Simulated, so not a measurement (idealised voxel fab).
process module | voxel gate over fins
cross-section cut | 165 nm wide | cells 5 nm
A cross-section is a grid of square cells, given in bands from the top down. A band is one or more rows of cells.
Each band's line starts with the height of the band's top and of its bottom, in nm. Then come its materials from left to right, each with its width in nm. One material with "throughout" fills the band from edge to edge. "air" is empty space.
Height 0 is the level under which the wafer as received is all one material. The lowest band goes on downwards, as in "0 down".
A width such as "30 to 40" changes by the same amount from each row of cells to the next, from the band's top row to its bottom row.
"no change" after a step means that no cell of the cross-section changed.
closed voids: empty space of 8 cells or more with no open way to the top, each as width x height at its distance from the left edge, in nm
after a step's settings: what the simulator itself notes on the step
overlay nm, on a step with a mask: how far to the right of its planned place the mask lay; to the left if negative
plan
1 op RECEIVE | material Si
2 op CONFORMAL_DEP | material SiN | thk nm 5
3 op MASKED_ETCH | tone cover | mask id FINS | width nm 15 | pitch nm 40 | etch materials SiN | depth nm 5 | overlay nm 0
4 op MASKED_ETCH | tone cover | mask id FINS | width nm 15 | pitch nm 40 | etch materials Si | depth nm 30 | overlay nm 0
5 op OXIDIZE | depth nm 5
6 op FILL_DEP | material SiO2 | thk nm 10
7 op CMP | height nm 5
8 op SELECTIVE_ETCH | etch materials SiO2 | depth nm 15
9 op STRIP | etch materials SiN
10 op CONFORMAL_DEP | material HfO2 | thk nm 5
11 op CONFORMAL_DEP | material TiN | thk nm 5
12 op CONFORMAL_DEP | material TiAl | thk nm 5
13 op CONFORMAL_DEP | material TiN | thk nm 5
14 op FILL_DEP | material W | thk nm 10
15 op CMP | height nm 25
16 op CONFORMAL_DEP | material SiN | thk nm 10
as received, after step 1
  0 down: Si throughout
  closed voids: none
first wafer at the end, as planned
  35 to 25: SiN throughout
  25 to 20: W throughout
  20 to 15: W 20 | TiN 125 | W 20
  15 to 10: W 20 | TiN 5 | TiAl 35 | TiN 5 | TiAl 35 | TiN 5 | TiAl 35 | TiN 5 | W 20
  10 to 5: TiN 25 | TiAl 5 | TiN 25 | TiAl 5 | TiN 5 | TiAl 5 | TiN 25 | TiAl 5 | TiN 5 | TiAl 5 | TiN 25 | TiAl 5 | TiN 25
  5 to 0: TiAl 30 | TiN 5 | HfO2 15 | TiN 5 | TiAl 15 | TiN 5 | HfO2 15 | TiN 5 | TiAl 15 | TiN 5 | HfO2 15 | TiN 5 | TiAl 30
  0 to -5: TiN 35 | HfO2 5 | Si 5 | HfO2 5 | TiN 25 | HfO2 5 | Si 5 | HfO2 5 | TiN 25 | HfO2 5 | Si 5 | HfO2 5 | TiN 35
  -5 to -10: HfO2 40 | Si 5 | HfO2 35 | Si 5 | HfO2 35 | Si 5 | HfO2 40
  -10 to -35: SiO2 40 | Si 5 | SiO2 35 | Si 5 | SiO2 35 | Si 5 | SiO2 40
  -35 down: Si throughout
  closed voids: none
second wafer at the end: like start, like plan, one mistake
  35 to 25: SiN throughout
  25 to 20: W throughout
  20 to 15: W 20 | TiN 130 | W 15
  15 to 10: W 20 | TiN 5 | TiAl 120 | TiN 5 | W 15
  10 to 5: TiN 25 | TiAl 5 | TiN 30 | TiAl 10 | TiN 30 | TiAl 10 | TiN 30 | TiAl 5 | TiN 20
  5 to 0: TiAl 30 | TiN 5 | HfO2 20 | TiN 5 | TiAl 10 | TiN 5 | HfO2 20 | TiN 5 | TiAl 10 | TiN 5 | HfO2 20 | TiN 5 | TiAl 25
  0 to -5: TiN 35 | HfO2 5 | Si 10 | HfO2 5 | TiN 20 | HfO2 5 | Si 10 | HfO2 5 | TiN 20 | HfO2 5 | Si 10 | HfO2 5 | TiN 30
  -5 to -10: HfO2 40 | Si 10 | HfO2 30 | Si 10 | HfO2 30 | Si 10 | HfO2 35
  -10 to -35: SiO2 40 | Si 10 | SiO2 30 | Si 10 | SiO2 30 | Si 10 | SiO2 35
  -35 down: Si throughout
  closed voids: none
what went wrong: step 3 ran as: op MASKED_ETCH | tone cover | mask id FINS | width nm 20 | pitch nm 40 | etch materials SiN | depth nm 5 | overlay nm 0
at the end the second wafer has, in cells: 21 more of Si | 15 fewer of SiO2 | 4 fewer of TiN | 2 fewer of W
